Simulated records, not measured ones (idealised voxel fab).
process module | voxel self aligned vias
cross-section cut | 145 nm wide | cells 5 nm
A cross-section is a grid of square cells, given in bands from the top down. A band is one or more rows of cells.
Each band's line starts with the height of the band's top and of its bottom, in nm. Then come its materials from left to right, each with its width in nm. One material with "throughout" fills the band from edge to edge. "air" is empty space.
Height 0 is the level under which the wafer as received is all one material. The lowest band goes on downwards, as in "0 down".
A width such as "30 to 40" changes by the same amount from each row of cells to the next, from the band's top row to its bottom row.
"no change" after a step means that no cell of the cross-section changed.
closed voids: empty space of 8 cells or more with no open way to the top, each as width x height at its distance from the left edge, in nm
after a step's settings: what the simulator itself notes on the step
overlay nm, on a step with a mask: how far to the right of its planned place the mask lay; to the left if negative
Each pair below shows a cross-section before one step and the cross-section after it, down to the lowest band that changed. The line under each pair gives the step between them, with its settings. The pairs can come from different runs of this module on the same starting wafer, so a pair continues from the pair above only where its "before" says so.
before
  0 down: Si throughout
  closed voids: none
after
  15 to 0: SiO2 throughout
  below 0: unchanged
  closed voids: none
the step between: op CONFORMAL_DEP | material SiO2 | thk nm 15
before: the cross-section after the pair above
after
  20 to 15: SiCN throughout
  below 15: unchanged
  closed voids: none
the step between: op CONFORMAL_DEP | material SiCN | thk nm 5
before: the cross-section after the pair above
after
  40 to 20: SiO2 throughout
  below 20: unchanged
  closed voids: none
the step between: op DIRECTIONAL_DEP | material SiO2 | thk nm 20
before: the cross-section after the pair above
after
  60 to 40: resist 35 | air 20 | resist 30 | air 20 | resist 40
  below 40: unchanged
  closed voids: none
the step between: op PATTERN | tone open | mask id LINES | material resist | width nm 20 | pitch nm 50 | thk nm 20 | overlay nm 0
before: the cross-section after the pair above
after
  60 to 40: resist 35 | air 20 | resist 30 | air 20 | resist 40
  40 to 20: SiO2 35 | air 20 | SiO2 30 | air 20 | SiO2 40
  below 20: unchanged
  closed voids: none
the step between: op DIRECTIONAL_ETCH | etch materials SiO2 | depth nm 20
before: the cross-section after the pair above
after
  40 to 20: SiO2 35 | air 20 | SiO2 30 | air 20 | SiO2 40
  below 20: unchanged
  closed voids: none
the step between: op STRIP | etch materials resist
before: the cross-section after the pair above
after
  45 to 40: TiN 40 | air 10 | TiN 40 | air 10 | TiN 45
  40 to 25: SiO2 35 | TiN 5 | air 10 | TiN 5 | SiO2 30 | TiN 5 | air 10 | TiN 5 | SiO2 40
  25 to 20: SiO2 35 | TiN 20 | SiO2 30 | TiN 20 | SiO2 40
  below 20: unchanged
  closed voids: none
the step between: op CONFORMAL_DEP | material TiN | thk nm 5
before: the cross-section after the pair above
after
  55 to 45: Ru throughout
  45 to 40: TiN 40 | Ru 10 | TiN 40 | Ru 10 | TiN 45
  40 to 25: SiO2 35 | TiN 5 | Ru 10 | TiN 5 | SiO2 30 | TiN 5 | Ru 10 | TiN 5 | SiO2 40
  below 25: unchanged
  closed voids: none
the step between: op FILL_DEP | material Ru | thk nm 10
before: the cross-section after the pair above
after
  40 to 25: SiO2 35 | TiN 5 | Ru 10 | TiN 5 | SiO2 30 | TiN 5 | Ru 10 | TiN 5 | SiO2 40
  below 25: unchanged
  closed voids: none
the step between: op CMP | height nm 40
before: the cross-section after the pair above
after
  40 to 35: SiO2 35 | air 20 | SiO2 30 | air 20 | SiO2 40
  below 35: unchanged
  closed voids: none
the step between: op SELECTIVE_ETCH | etch materials W Ru TiN | depth nm 5
before: the cross-section after the pair above
after
  45 to 40: SiN throughout
  40 to 35: SiO2 35 | SiN 20 | SiO2 30 | SiN 20 | SiO2 40
  below 35: unchanged
  closed voids: none
the step between: op FILL_DEP | material SiN | thk nm 5
before: the cross-section after the pair above
after
  40 to 35: SiO2 35 | SiN 20 | SiO2 30 | SiN 20 | SiO2 40
  below 35: unchanged
  closed voids: none
the step between: op CMP | height nm 40
before: the cross-section after the pair above
after
  55 to 40: SiO2 throughout
  below 40: unchanged
  closed voids: none
the step between: op DIRECTIONAL_DEP | material SiO2 | thk nm 15
before: the cross-section after the pair above
after
  75 to 55: resist 30 | air 30 | resist 20 | air 30 | resist 35
  below 55: unchanged
  closed voids: none
the step between: op PATTERN | tone open | mask id VIAS | material resist | width nm 30 | pitch nm 50 | thk nm 20 | overlay nm 0
before: the cross-section after the pair above
after
  75 to 55: resist 30 | air 30 | resist 20 | air 30 | resist 35
  55 to 40: SiO2 30 | air 30 | SiO2 20 | air 30 | SiO2 35
  below 40: unchanged
  closed voids: none
the step between: op DIRECTIONAL_ETCH | etch materials SiO2 | depth nm 15
before: the cross-section after the pair above
after
  75 to 55: resist 30 | air 30 | resist 20 | air 30 | resist 35
  55 to 40: SiO2 30 | air 30 | SiO2 20 | air 30 | SiO2 35
  40 to 35: SiO2 35 | air 20 | SiO2 30 | air 20 | SiO2 40
  below 35: unchanged
  closed voids: none
the step between: op DIRECTIONAL_ETCH | etch materials SiN | depth nm 5
before: the cross-section after the pair above
after
  55 to 40: SiO2 30 | air 30 | SiO2 20 | air 30 | SiO2 35
  below 40: unchanged
  closed voids: none
the step between: op STRIP | etch materials resist
before: the cross-section after the pair above
after
  60 to 55: TiN 35 | air 20 | TiN 30 | air 20 | TiN 40
  55 to 45: SiO2 30 | TiN 5 | air 20 | TiN 5 | SiO2 20 | TiN 5 | air 20 | TiN 5 | SiO2 35
  45 to 40: SiO2 30 | TiN 10 | air 10 | TiN 10 | SiO2 20 | TiN 10 | air 10 | TiN 10 | SiO2 35
  40 to 35: SiO2 35 | TiN 20 | SiO2 30 | TiN 20 | SiO2 40
  below 35: unchanged
  closed voids: none
the step between: op CONFORMAL_DEP | material TiN | thk nm 5
before: the cross-section after the pair above
after
  70 to 60: W throughout
  60 to 55: TiN 35 | W 20 | TiN 30 | W 20 | TiN 40
  55 to 45: SiO2 30 | TiN 5 | W 20 | TiN 5 | SiO2 20 | TiN 5 | W 20 | TiN 5 | SiO2 35
  45 to 40: SiO2 30 | TiN 10 | W 10 | TiN 10 | SiO2 20 | TiN 10 | W 10 | TiN 10 | SiO2 35
  below 40: unchanged
  closed voids: none
the step between: op FILL_DEP | material W | thk nm 10
before: the cross-section after the pair above
after
  55 to 45: SiO2 30 | TiN 5 | W 20 | TiN 5 | SiO2 20 | TiN 5 | W 20 | TiN 5 | SiO2 35
  below 45: unchanged
  closed voids: none
the step between: op CMP | height nm 55
before: the cross-section after the pair above
after
  60 to 55: SiCN throughout
  below 55: unchanged
  closed voids: none
the step between: op CONFORMAL_DEP | material SiCN | thk nm 5
before
  0 down: Si throughout
  closed voids: none
after
  5 to 0: SiCN throughout
  below 0: unchanged
  closed voids: none
the step between: op CONFORMAL_DEP | material SiCN | thk nm 5
before: the cross-section after the pair above
after
  25 to 5: SiO2 throughout
  below 5: unchanged
  closed voids: none
the step between: op DIRECTIONAL_DEP | material SiO2 | thk nm 20
before: the cross-section after the pair above
after
  45 to 25: resist 35 | air 20 | resist 30 | air 20 | resist 40
  below 25: unchanged
  closed voids: none
the step between: op PATTERN | tone open | mask id LINES | material resist | width nm 20 | pitch nm 50 | thk nm 20 | overlay nm 0
before: the cross-section after the pair above
after
  45 to 25: resist 35 | air 20 | resist 30 | air 20 | resist 40
  25 to 5: SiO2 35 | air 20 | SiO2 30 | air 20 | SiO2 40
  below 5: unchanged
  closed voids: none
the step between: op DIRECTIONAL_ETCH | etch materials SiO2 | depth nm 20
before: the cross-section after the pair above
after
  25 to 5: SiO2 35 | air 20 | SiO2 30 | air 20 | SiO2 40
  below 5: unchanged
  closed voids: none
the step between: op STRIP | etch materials resist
before: the cross-section after the pair above
after
  30 to 25: TiN 40 | air 10 | TiN 40 | air 10 | TiN 45
  25 to 10: SiO2 35 | TiN 5 | air 10 | TiN 5 | SiO2 30 | TiN 5 | air 10 | TiN 5 | SiO2 40
  10 to 5: SiO2 35 | TiN 20 | SiO2 30 | TiN 20 | SiO2 40
  below 5: unchanged
  closed voids: none
the step between: op CONFORMAL_DEP | material TiN | thk nm 5
before: the cross-section after the pair above
after
  40 to 30: Ru throughout
  30 to 25: TiN 40 | Ru 10 | TiN 40 | Ru 10 | TiN 45
  25 to 10: SiO2 35 | TiN 5 | Ru 10 | TiN 5 | SiO2 30 | TiN 5 | Ru 10 | TiN 5 | SiO2 40
  below 10: unchanged
  closed voids: none
the step between: op FILL_DEP | material Ru | thk nm 10
before: the cross-section after the pair above
after
  35 to 30: Ru throughout
  below 30: unchanged
  closed voids: none
the step between: op SELECTIVE_ETCH | etch materials W Ru TiN | depth nm 5
before: the cross-section after the pair above
after
  40 to 35: SiN throughout
  below 35: unchanged
  closed voids: none
the step between: op FILL_DEP | material SiN | thk nm 5
before: the cross-section after the pair above
after
  55 to 40: SiO2 throughout
  below 40: unchanged
  closed voids: none
the step between: op DIRECTIONAL_DEP | material SiO2 | thk nm 15
before: the cross-section after the pair above
after
  75 to 55: resist 30 | air 30 | resist 20 | air 30 | resist 35
  below 55: unchanged
  closed voids: none
the step between: op PATTERN | tone open | mask id VIAS | material resist | width nm 30 | pitch nm 50 | thk nm 20 | overlay nm 0
before: the cross-section after the pair above
after
  75 to 55: resist 30 | air 30 | resist 20 | air 30 | resist 35
  55 to 40: SiO2 30 | air 30 | SiO2 20 | air 30 | SiO2 35
  below 40: unchanged
  closed voids: none
the step between: op DIRECTIONAL_ETCH | etch materials SiO2 | depth nm 15
before: the cross-section after the pair above
after
  75 to 55: resist 30 | air 30 | resist 20 | air 30 | resist 35
  55 to 40: SiO2 30 | air 30 | SiO2 20 | air 30 | SiO2 35
  40 to 35: SiN 30 | air 30 | SiN 20 | air 30 | SiN 35
  below 35: unchanged
  closed voids: none
the step between: op DIRECTIONAL_ETCH | etch materials SiN | depth nm 5
before: the cross-section after the pair above
after
  55 to 40: SiO2 30 | air 30 | SiO2 20 | air 30 | SiO2 35
  below 40: unchanged
  closed voids: none
the step between: op STRIP | etch materials resist
before: the cross-section after the pair above
after
  60 to 55: TiN 35 | air 20 | TiN 30 | air 20 | TiN 40
  55 to 40: SiO2 30 | TiN 5 | air 20 | TiN 5 | SiO2 20 | TiN 5 | air 20 | TiN 5 | SiO2 35
  40 to 35: SiN 30 | TiN 30 | SiN 20 | TiN 30 | SiN 35
  below 35: unchanged
  closed voids: none
the step between: op CONFORMAL_DEP | material TiN | thk nm 5
before: the cross-section after the pair above
after
  70 to 60: W throughout
  60 to 55: TiN 35 | W 20 | TiN 30 | W 20 | TiN 40
  55 to 40: SiO2 30 | TiN 5 | W 20 | TiN 5 | SiO2 20 | TiN 5 | W 20 | TiN 5 | SiO2 35
  below 40: unchanged
  closed voids: none
the step between: op FILL_DEP | material W | thk nm 10
before: the cross-section after the pair above
after
  55 to 40: SiO2 30 | TiN 5 | W 20 | TiN 5 | SiO2 20 | TiN 5 | W 20 | TiN 5 | SiO2 35
  below 40: unchanged
  closed voids: none
the step between: op CMP | height nm 55
before: the cross-section after the pair above
after
  60 to 55: SiCN throughout
  below 55: unchanged
  closed voids: none
the step between: op CONFORMAL_DEP | material SiCN | thk nm 5
before
  15 to 0: SiO2 throughout
  0 down: Si throughout
  closed voids: none
after
  30 to 0: SiO2 throughout
  below 0: unchanged
  closed voids: none
the step between: op CONFORMAL_DEP | material SiO2 | thk nm 15
before: the cross-section after the pair above
after
  35 to 30: SiCN throughout
  below 30: unchanged
  closed voids: none
the step between: op CONFORMAL_DEP | material SiCN | thk nm 5
before: the cross-section after the pair above
after
  55 to 35: SiO2 throughout
  below 35: unchanged
  closed voids: none
the step between: op DIRECTIONAL_DEP | material SiO2 | thk nm 20
before: the cross-section after the pair above
after
  75 to 55: resist 35 | air 20 | resist 30 | air 20 | resist 40
  below 55: unchanged
  closed voids: none
the step between: op PATTERN | tone open | mask id LINES | material resist | width nm 20 | pitch nm 50 | thk nm 20 | overlay nm 0
before: the cross-section after the pair above
after
  75 to 55: resist 35 | air 20 | resist 30 | air 20 | resist 40
  55 to 35: SiO2 35 | air 20 | SiO2 30 | air 20 | SiO2 40
  below 35: unchanged
  closed voids: none
the step between: op DIRECTIONAL_ETCH | etch materials SiO2 | depth nm 20
before: the cross-section after the pair above
after
  55 to 35: SiO2 35 | air 20 | SiO2 30 | air 20 | SiO2 40
  below 35: unchanged
  closed voids: none
the step between: op STRIP | etch materials resist
before: the cross-section after the pair above
after
  60 to 55: TiN 40 | air 10 | TiN 40 | air 10 | TiN 45
  55 to 40: SiO2 35 | TiN 5 | air 10 | TiN 5 | SiO2 30 | TiN 5 | air 10 | TiN 5 | SiO2 40
  40 to 35: SiO2 35 | TiN 20 | SiO2 30 | TiN 20 | SiO2 40
  below 35: unchanged
  closed voids: none
the step between: op CONFORMAL_DEP | material TiN | thk nm 5
before: the cross-section after the pair above
after
  70 to 60: Ru throughout
  60 to 55: TiN 40 | Ru 10 | TiN 40 | Ru 10 | TiN 45
  55 to 40: SiO2 35 | TiN 5 | Ru 10 | TiN 5 | SiO2 30 | TiN 5 | Ru 10 | TiN 5 | SiO2 40
  below 40: unchanged
  closed voids: none
the step between: op FILL_DEP | material Ru | thk nm 10
before: the cross-section after the pair above
after
  40 to 35: SiO2 35 | TiN 20 | SiO2 30 | TiN 20 | SiO2 40
  below 35: unchanged
  closed voids: none
the step between: op CMP | height nm 40
before: the cross-section after the pair above
after
  40 to 35: SiO2 35 | air 20 | SiO2 30 | air 20 | SiO2 40
  below 35: unchanged
  closed voids: none
the step between: op SELECTIVE_ETCH | etch materials W Ru TiN | depth nm 5
before: the cross-section after the pair above
after
  45 to 40: SiN throughout
  40 to 35: SiO2 35 | SiN 20 | SiO2 30 | SiN 20 | SiO2 40
  below 35: unchanged
  closed voids: none
the step between: op FILL_DEP | material SiN | thk nm 5
before: the cross-section after the pair above
after
  40 to 35: SiO2 35 | SiN 20 | SiO2 30 | SiN 20 | SiO2 40
  below 35: unchanged
  closed voids: none
the step between: op CMP | height nm 40
before: the cross-section after the pair above
after
  55 to 40: SiO2 throughout
  below 40: unchanged
  closed voids: none
the step between: op DIRECTIONAL_DEP | material SiO2 | thk nm 15
before: the cross-section after the pair above
after
  75 to 55: resist 30 | air 30 | resist 20 | air 30 | resist 35
  below 55: unchanged
  closed voids: none
the step between: op PATTERN | tone open | mask id VIAS | material resist | width nm 30 | pitch nm 50 | thk nm 20 | overlay nm 0
before: the cross-section after the pair above
after
  75 to 55: resist 30 | air 30 | resist 20 | air 30 | resist 35
  55 to 40: SiO2 30 | air 30 | SiO2 20 | air 30 | SiO2 35
  below 40: unchanged
  closed voids: none
the step between: op DIRECTIONAL_ETCH | etch materials SiO2 | depth nm 15
before: the cross-section after the pair above
after
  75 to 55: resist 30 | air 30 | resist 20 | air 30 | resist 35
  55 to 40: SiO2 30 | air 30 | SiO2 20 | air 30 | SiO2 35
  40 to 35: SiO2 35 | air 20 | SiO2 30 | air 20 | SiO2 40
  below 35: unchanged
  closed voids: none
the step between: op DIRECTIONAL_ETCH | etch materials SiN | depth nm 5
before: the cross-section after the pair above
after
  55 to 40: SiO2 30 | air 30 | SiO2 20 | air 30 | SiO2 35
  below 40: unchanged
  closed voids: none
the step between: op STRIP | etch materials resist
before: the cross-section after the pair above
after
  60 to 55: TiN 35 | air 20 | TiN 30 | air 20 | TiN 40
  55 to 45: SiO2 30 | TiN 5 | air 20 | TiN 5 | SiO2 20 | TiN 5 | air 20 | TiN 5 | SiO2 35
  45 to 40: SiO2 30 | TiN 10 | air 10 | TiN 10 | SiO2 20 | TiN 10 | air 10 | TiN 10 | SiO2 35
  40 to 35: SiO2 35 | TiN 20 | SiO2 30 | TiN 20 | SiO2 40
  below 35: unchanged
  closed voids: none
the step between: op CONFORMAL_DEP | material TiN | thk nm 5
before: the cross-section after the pair above
after
  70 to 60: W throughout
  60 to 55: TiN 35 | W 20 | TiN 30 | W 20 | TiN 40
  55 to 45: SiO2 30 | TiN 5 | W 20 | TiN 5 | SiO2 20 | TiN 5 | W 20 | TiN 5 | SiO2 35
  45 to 40: SiO2 30 | TiN 10 | W 10 | TiN 10 | SiO2 20 | TiN 10 | W 10 | TiN 10 | SiO2 35
  below 40: unchanged
  closed voids: none
the step between: op FILL_DEP | material W | thk nm 10
before: the cross-section after the pair above
after
  55 to 45: SiO2 30 | TiN 5 | W 20 | TiN 5 | SiO2 20 | TiN 5 | W 20 | TiN 5 | SiO2 35
  below 45: unchanged
  closed voids: none
the step between: op CMP | height nm 55
before: the cross-section after the pair above
after
  60 to 55: SiCN throughout
  below 55: unchanged
  closed voids: none
the step between: op CONFORMAL_DEP | material SiCN | thk nm 5
before
  5 to 0: SiCN throughout
  0 down: Si throughout
  closed voids: none
after
  20 to 5: SiO2 throughout
  below 5: unchanged
  closed voids: none
the step between: op CONFORMAL_DEP | material SiO2 | thk nm 15
before: the cross-section after the pair above
after
  40 to 5: SiO2 throughout
  below 5: unchanged
  closed voids: none
the step between: op DIRECTIONAL_DEP | material SiO2 | thk nm 20
before: the cross-section after the pair above
after
  60 to 40: resist 35 | air 20 | resist 30 | air 20 | resist 40
  below 40: unchanged
  closed voids: none
the step between: op PATTERN | tone open | mask id LINES | material resist | width nm 20 | pitch nm 50 | thk nm 20 | overlay nm 0
before: the cross-section after the pair above
after
  60 to 40: resist 35 | air 20 | resist 30 | air 20 | resist 40
  40 to 20: SiO2 35 | air 20 | SiO2 30 | air 20 | SiO2 40
  below 20: unchanged
  closed voids: none
the step between: op DIRECTIONAL_ETCH | etch materials SiO2 | depth nm 20
before: the cross-section after the pair above
after
  40 to 20: SiO2 35 | air 20 | SiO2 30 | air 20 | SiO2 40
  below 20: unchanged
  closed voids: none
the step between: op STRIP | etch materials resist
before: the cross-section after the pair above
after
  45 to 40: TiN 40 | air 10 | TiN 40 | air 10 | TiN 45
  40 to 25: SiO2 35 | TiN 5 | air 10 | TiN 5 | SiO2 30 | TiN 5 | air 10 | TiN 5 | SiO2 40
  25 to 20: SiO2 35 | TiN 20 | SiO2 30 | TiN 20 | SiO2 40
  below 20: unchanged
  closed voids: none
the step between: op CONFORMAL_DEP | material TiN | thk nm 5
before: the cross-section after the pair above
after
  55 to 45: Ru throughout
  45 to 40: TiN 40 | Ru 10 | TiN 40 | Ru 10 | TiN 45
  40 to 25: SiO2 35 | TiN 5 | Ru 10 | TiN 5 | SiO2 30 | TiN 5 | Ru 10 | TiN 5 | SiO2 40
  below 25: unchanged
  closed voids: none
the step between: op FILL_DEP | material Ru | thk nm 10
before: the cross-section after the pair above
after
  40 to 25: SiO2 35 | TiN 5 | Ru 10 | TiN 5 | SiO2 30 | TiN 5 | Ru 10 | TiN 5 | SiO2 40
  below 25: unchanged
  closed voids: none
the step between: op CMP | height nm 40
before: the cross-section after the pair above
after
  40 to 35: SiO2 35 | air 20 | SiO2 30 | air 20 | SiO2 40
  below 35: unchanged
  closed voids: none
the step between: op SELECTIVE_ETCH | etch materials W Ru TiN | depth nm 5
before: the cross-section after the pair above
after
  45 to 40: SiN throughout
  40 to 35: SiO2 35 | SiN 20 | SiO2 30 | SiN 20 | SiO2 40
  below 35: unchanged
  closed voids: none
the step between: op FILL_DEP | material SiN | thk nm 5
before: the cross-section after the pair above
after
  40 to 35: SiO2 35 | SiN 20 | SiO2 30 | SiN 20 | SiO2 40
  below 35: unchanged
  closed voids: none
the step between: op CMP | height nm 40
before: the cross-section after the pair above
after
  55 to 40: SiO2 throughout
  below 40: unchanged
  closed voids: none
the step between: op DIRECTIONAL_DEP | material SiO2 | thk nm 15
before: the cross-section after the pair above
after
  75 to 55: resist 30 | air 30 | resist 20 | air 30 | resist 35
  below 55: unchanged
  closed voids: none
the step between: op PATTERN | tone open | mask id VIAS | material resist | width nm 30 | pitch nm 50 | thk nm 20 | overlay nm 0
before: the cross-section after the pair above
after
  75 to 55: resist 30 | air 30 | resist 20 | air 30 | resist 35
  55 to 40: SiO2 30 | air 30 | SiO2 20 | air 30 | SiO2 35
  below 40: unchanged
  closed voids: none
the step between: op DIRECTIONAL_ETCH | etch materials SiO2 | depth nm 15
before: the cross-section after the pair above
after
  75 to 55: resist 30 | air 30 | resist 20 | air 30 | resist 35
  55 to 40: SiO2 30 | air 30 | SiO2 20 | air 30 | SiO2 35
  40 to 35: SiO2 35 | air 20 | SiO2 30 | air 20 | SiO2 40
  below 35: unchanged
  closed voids: none
the step between: op DIRECTIONAL_ETCH | etch materials SiN | depth nm 5
before: the cross-section after the pair above
after
  55 to 40: SiO2 30 | air 30 | SiO2 20 | air 30 | SiO2 35
  below 40: unchanged
  closed voids: none
the step between: op STRIP | etch materials resist
before: the cross-section after the pair above
after
  60 to 55: TiN 35 | air 20 | TiN 30 | air 20 | TiN 40
  55 to 45: SiO2 30 | TiN 5 | air 20 | TiN 5 | SiO2 20 | TiN 5 | air 20 | TiN 5 | SiO2 35
  45 to 40: SiO2 30 | TiN 10 | air 10 | TiN 10 | SiO2 20 | TiN 10 | air 10 | TiN 10 | SiO2 35
  40 to 35: SiO2 35 | TiN 20 | SiO2 30 | TiN 20 | SiO2 40
  below 35: unchanged
  closed voids: none
the step between: op CONFORMAL_DEP | material TiN | thk nm 5
before: the cross-section after the pair above
after
  70 to 60: W throughout
  60 to 55: TiN 35 | W 20 | TiN 30 | W 20 | TiN 40
  55 to 45: SiO2 30 | TiN 5 | W 20 | TiN 5 | SiO2 20 | TiN 5 | W 20 | TiN 5 | SiO2 35
  45 to 40: SiO2 30 | TiN 10 | W 10 | TiN 10 | SiO2 20 | TiN 10 | W 10 | TiN 10 | SiO2 35
  below 40: unchanged
  closed voids: none
the step between: op FILL_DEP | material W | thk nm 10
before: the cross-section after the pair above
after
  55 to 45: SiO2 30 | TiN 5 | W 20 | TiN 5 | SiO2 20 | TiN 5 | W 20 | TiN 5 | SiO2 35
  below 45: unchanged
  closed voids: none
the step between: op CMP | height nm 55
before: the cross-section after the pair above
after
  60 to 55: SiCN throughout
  below 55: unchanged
  closed voids: none
the step between: op CONFORMAL_DEP | material SiCN | thk nm 5
before
  20 to 15: SiCN throughout
  15 to 0: SiO2 throughout
  0 down: Si throughout
  closed voids: none
after
  35 to 20: SiO2 throughout
  below 20: unchanged
  closed voids: none
the step between: op DIRECTIONAL_DEP | material SiO2 | thk nm 15
before: the cross-section after the pair above
after
  55 to 35: resist 35 | air 20 | resist 30 | air 20 | resist 40
  below 35: unchanged
  closed voids: none
the step between: op PATTERN | tone open | mask id LINES | material resist | width nm 20 | pitch nm 50 | thk nm 20 | overlay nm 0
before: the cross-section after the pair above
after
  55 to 35: resist 35 | air 20 | resist 30 | air 20 | resist 40
  35 to 20: SiO2 35 | air 20 | SiO2 30 | air 20 | SiO2 40
  below 20: unchanged
  closed voids: none
the step between: op DIRECTIONAL_ETCH | etch materials SiO2 | depth nm 20
before: the cross-section after the pair above
after
  35 to 20: SiO2 35 | air 20 | SiO2 30 | air 20 | SiO2 40
  below 20: unchanged
  closed voids: none
the step between: op STRIP | etch materials resist
before: the cross-section after the pair above
after
  40 to 35: TiN 40 | air 10 | TiN 40 | air 10 | TiN 45
  35 to 25: SiO2 35 | TiN 5 | air 10 | TiN 5 | SiO2 30 | TiN 5 | air 10 | TiN 5 | SiO2 40
  25 to 20: SiO2 35 | TiN 20 | SiO2 30 | TiN 20 | SiO2 40
  below 20: unchanged
  closed voids: none
the step between: op CONFORMAL_DEP | material TiN | thk nm 5
before: the cross-section after the pair above
after
  50 to 40: Ru throughout
  40 to 35: TiN 40 | Ru 10 | TiN 40 | Ru 10 | TiN 45
  35 to 25: SiO2 35 | TiN 5 | Ru 10 | TiN 5 | SiO2 30 | TiN 5 | Ru 10 | TiN 5 | SiO2 40
  below 25: unchanged
  closed voids: none
the step between: op FILL_DEP | material Ru | thk nm 10
before: the cross-section after the pair above
after
  40 to 35: TiN 40 | Ru 10 | TiN 40 | Ru 10 | TiN 45
  below 35: unchanged
  closed voids: none
the step between: op CMP | height nm 40
before: the cross-section after the pair above
after
  35 to 25: SiO2 35 | TiN 5 | Ru 10 | TiN 5 | SiO2 30 | TiN 5 | Ru 10 | TiN 5 | SiO2 40
  below 25: unchanged
  closed voids: none
the step between: op SELECTIVE_ETCH | etch materials W Ru TiN | depth nm 5
before: the cross-section after the pair above
after
  40 to 35: SiN throughout
  below 35: unchanged
  closed voids: none
the step between: op FILL_DEP | material SiN | thk nm 5
before: the cross-section after the pair above
after
  55 to 40: SiO2 throughout
  below 40: unchanged
  closed voids: none
the step between: op DIRECTIONAL_DEP | material SiO2 | thk nm 15
before: the cross-section after the pair above
after
  75 to 55: resist 30 | air 30 | resist 20 | air 30 | resist 35
  below 55: unchanged
  closed voids: none
the step between: op PATTERN | tone open | mask id VIAS | material resist | width nm 30 | pitch nm 50 | thk nm 20 | overlay nm 0
before: the cross-section after the pair above
after
  75 to 55: resist 30 | air 30 | resist 20 | air 30 | resist 35
  55 to 40: SiO2 30 | air 30 | SiO2 20 | air 30 | SiO2 35
  below 40: unchanged
  closed voids: none
the step between: op DIRECTIONAL_ETCH | etch materials SiO2 | depth nm 15
before: the cross-section after the pair above
after
  75 to 55: resist 30 | air 30 | resist 20 | air 30 | resist 35
  55 to 40: SiO2 30 | air 30 | SiO2 20 | air 30 | SiO2 35
  40 to 35: SiN 30 | air 30 | SiN 20 | air 30 | SiN 35
  below 35: unchanged
  closed voids: none
the step between: op DIRECTIONAL_ETCH | etch materials SiN | depth nm 5
before: the cross-section after the pair above
after
  55 to 40: SiO2 30 | air 30 | SiO2 20 | air 30 | SiO2 35
  below 40: unchanged
  closed voids: none
the step between: op STRIP | etch materials resist
before: the cross-section after the pair above
after
  60 to 55: TiN 35 | air 20 | TiN 30 | air 20 | TiN 40
  55 to 40: SiO2 30 | TiN 5 | air 20 | TiN 5 | SiO2 20 | TiN 5 | air 20 | TiN 5 | SiO2 35
  40 to 35: SiN 30 | TiN 30 | SiN 20 | TiN 30 | SiN 35
  below 35: unchanged
  closed voids: none
the step between: op CONFORMAL_DEP | material TiN | thk nm 5
before: the cross-section after the pair above
after
  70 to 60: W throughout
  60 to 55: TiN 35 | W 20 | TiN 30 | W 20 | TiN 40
  55 to 40: SiO2 30 | TiN 5 | W 20 | TiN 5 | SiO2 20 | TiN 5 | W 20 | TiN 5 | SiO2 35
  below 40: unchanged
  closed voids: none
the step between: op FILL_DEP | material W | thk nm 10
before: the cross-section after the pair above
after
  55 to 40: SiO2 30 | TiN 5 | W 20 | TiN 5 | SiO2 20 | TiN 5 | W 20 | TiN 5 | SiO2 35
  below 40: unchanged
  closed voids: none
the step between: op CMP | height nm 55
before: the cross-section after the pair above
after
  60 to 55: SiCN throughout
  below 55: unchanged
  closed voids: none
the step between: op CONFORMAL_DEP | material SiCN | thk nm 5
before
  55 to 40: SiO2 throughout
  40 to 35: SiO2 35 | SiN 20 | SiO2 30 | SiN 20 | SiO2 40
  35 to 25: SiO2 35 | TiN 5 | Ru 10 | TiN 5 | SiO2 30 | TiN 5 | Ru 10 | TiN 5 | SiO2 40
  25 to 20: SiO2 35 | TiN 20 | SiO2 30 | TiN 20 | SiO2 40
  20 to 15: SiCN throughout
  15 to 0: SiO2 throughout
  0 down: Si throughout
  closed voids: none
after
  75 to 55: resist 35 | air 20 | resist 30 | air 20 | resist 40
  below 55: unchanged
  closed voids: none
the step between: op PATTERN | tone open | mask id VIAS | material resist | width nm 20 | pitch nm 50 | thk nm 20 | overlay nm 0
before: the cross-section after the pair above
after
  75 to 55: resist 35 | air 20 | resist 30 | air 20 | resist 40
  55 to 40: SiO2 35 | air 20 | SiO2 30 | air 20 | SiO2 40
  below 40: unchanged
  closed voids: none
the step between: op DIRECTIONAL_ETCH | etch materials SiO2 | depth nm 15
before: the cross-section after the pair above
after
  75 to 55: resist 35 | air 20 | resist 30 | air 20 | resist 40
  55 to 35: SiO2 35 | air 20 | SiO2 30 | air 20 | SiO2 40
  below 35: unchanged
  closed voids: none
the step between: op DIRECTIONAL_ETCH | etch materials SiN | depth nm 5
before: the cross-section after the pair above
after
  55 to 35: SiO2 35 | air 20 | SiO2 30 | air 20 | SiO2 40
  below 35: unchanged
  closed voids: none
the step between: op STRIP | etch materials resist
before: the cross-section after the pair above
after
  60 to 55: TiN 40 | air 10 | TiN 40 | air 10 | TiN 45
  55 to 40: SiO2 35 | TiN 5 | air 10 | TiN 5 | SiO2 30 | TiN 5 | air 10 | TiN 5 | SiO2 40
  40 to 35: SiO2 35 | TiN 20 | SiO2 30 | TiN 20 | SiO2 40
  below 35: unchanged
  closed voids: none
the step between: op CONFORMAL_DEP | material TiN | thk nm 5
before: the cross-section after the pair above
after
  70 to 60: W throughout
  60 to 55: TiN 40 | W 10 | TiN 40 | W 10 | TiN 45
  55 to 40: SiO2 35 | TiN 5 | W 10 | TiN 5 | SiO2 30 | TiN 5 | W 10 | TiN 5 | SiO2 40
  below 40: unchanged
  closed voids: none
the step between: op FILL_DEP | material W | thk nm 10
before: the cross-section after the pair above
after
  55 to 40: SiO2 35 | TiN 5 | W 10 | TiN 5 | SiO2 30 | TiN 5 | W 10 | TiN 5 | SiO2 40
  below 40: unchanged
  closed voids: none
the step between: op CMP | height nm 55
before: the cross-section after the pair above
after
  60 to 55: SiCN throughout
  below 55: unchanged
  closed voids: none
the step between: op CONFORMAL_DEP | material SiCN | thk nm 5
before
  55 to 40: SiO2 throughout
  40 to 35: SiO2 35 | SiN 20 | SiO2 30 | SiN 20 | SiO2 40
  35 to 25: SiO2 35 | TiN 5 | Ru 10 | TiN 5 | SiO2 30 | TiN 5 | Ru 10 | TiN 5 | SiO2 40
  25 to 20: SiO2 35 | TiN 20 | SiO2 30 | TiN 20 | SiO2 40
  20 to 15: SiCN throughout
  15 to 0: SiO2 throughout
  0 down: Si throughout
  closed voids: none
after
  75 to 55: resist 20 | air 30 | resist 20 | air 30 | resist 45
  below 55: unchanged
  closed voids: none
the step between: op PATTERN | tone open | mask id VIAS | material resist | width nm 30 | pitch nm 50 | thk nm 20 | overlay nm -10
before: the cross-section after the pair above
after
  75 to 55: resist 20 | air 30 | resist 20 | air 30 | resist 45
  55 to 40: SiO2 20 | air 30 | SiO2 20 | air 30 | SiO2 45
  below 40: unchanged
  closed voids: none
the step between: op DIRECTIONAL_ETCH | etch materials SiO2 | depth nm 15
